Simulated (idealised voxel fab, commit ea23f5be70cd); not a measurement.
Title: Process Module voxel wiring stack
Section cut is 280 nm wide and gridded with 5 nm square cells.
Cross-sections here: square-cell grids, written as top-down lists of bands, a band being one or more rows of cells. Heights first: top, then bottom, in nm. Then materials, left to right, each with a width in nm. "everywhere" on a single material: fills the band edge to edge. "empty": empty space. Heights are reckoned from 0. Under this level, the received wafer is all of one material. The bottommost band is open-ended downward, for example "z 0 and below". Width "30->40": first value at the band's top row of cells, second value at its bottom row, equal change from row to row. Reading "no change" for a step: not a cell of the cross-section changed in it. Under "Trapped voids" you'll find the enclosed gaps, the ones with no way out to the top, that are 8 cells or bigger; each reads width x height at distance, with distance counted from the left edge, everything in nm. Past the settings on a step's line: simulator remark, on that step. You can add "overlay nm" to a step's line. For a step with a mask, it describes how far the mask lay to the right of its planned position, and a negative number describes a lay to the left. Guide to the pairs. Each holds a before and an after cross-section around one process step; the after cross-section is cut off at the lowest band that changed. Look under the pair for the step between them and its settings. Pairs can come from different runs of this module on the same starting wafer, so a pair follows on from the one above it only where its entry headed "Prior state" says it does.
**Prior state**
    z 75 to 45  resist 70; empty 20; resist 20; empty 20; resist 20; empty 20; resist 20; empty 20; resist 70
    z 45 to 35  resist 70; lowk 15; empty 5; resist 20; empty 20; resist 20; lowk 15; empty 5; resist 20; empty 20; resist 70
    z 35 to 30  SiCN 85; empty 5; SiCN 20; empty 20; SiCN 35; empty 5; SiCN 20; empty 20; SiCN 70
    z 30 to 15  lowk 65; SiCN 5; W 20; SiCN 5; lowk 10; SiCN 5; W 20; SiCN 5; lowk 10; SiCN 5; W 20; SiCN 5; lowk 10; SiCN 5; W 20; SiCN 5; lowk 65
    z 15 to 10  SiCN 70; TiN 20; SiCN 20; TiN 20; SiCN 20; TiN 20; SiCN 20; TiN 20; SiCN 70
    z 10 to 0  SiO2 everywhere
    z 0 and below  Si everywhere
    Trapped voids: none
**Post-Step Appearance**
    z 45 to 35  empty 70; lowk 15; empty 65; lowk 15; empty 115
    Unchanged below 35.
    Trapped voids: none
The structure shown above changes from one cross-section to the other through op STRIP | etch materials resist
Prior state: refer to the pair immediately above; the cross-section shown after its step is the state before this one.
**Post-Step Appearance**
    z 50 to 45  empty 65; TiN 25; empty 55; TiN 25; empty 110
    z 45 to 40  empty 65; TiN 5; lowk 15; TiN 5; empty 55; TiN 5; lowk 15; TiN 5; empty 110
    z 40 to 35  TiN 70; lowk 15; TiN 30; empty 10; TiN 25; lowk 15; TiN 30; empty 10; TiN 75
    z 35 to 30  SiCN 85; TiN 5; SiCN 20; TiN 20; SiCN 35; TiN 5; SiCN 20; TiN 20; SiCN 70
    Unchanged below 30.
    Trapped voids: none
The structure shown above changes from one cross-section to the other through op CONFORMAL_DEP | material TiN | thk nm 5
Prior state: refer to the pair immediately above; the cross-section shown after its step is the state before this one.
**Post-Step Appearance**
    z 60 to 50  Ru everywhere
    z 50 to 45  Ru 65; TiN 25; Ru 55; TiN 25; Ru 110
    z 45 to 40  Ru 65; TiN 5; lowk 15; TiN 5; Ru 55; TiN 5; lowk 15; TiN 5; Ru 110
    z 40 to 35  TiN 70; lowk 15; TiN 30; Ru 10; TiN 25; lowk 15; TiN 30; Ru 10; TiN 75
    Unchanged below 35.
    Trapped voids: none
The structure shown above changes from one cross-section to the other through op FILL_DEP | material Ru | thk nm 10
Prior state: refer to the pair immediately above; the cross-section shown after its step is the state before this one.
**Post-Step Appearance**
    z 65 to 60  SiCN everywhere
    Unchanged below 60.
    Trapped voids: none
The structure shown above changes from one cross-section to the other through op CONFORMAL_DEP | material SiCN | thk nm 5
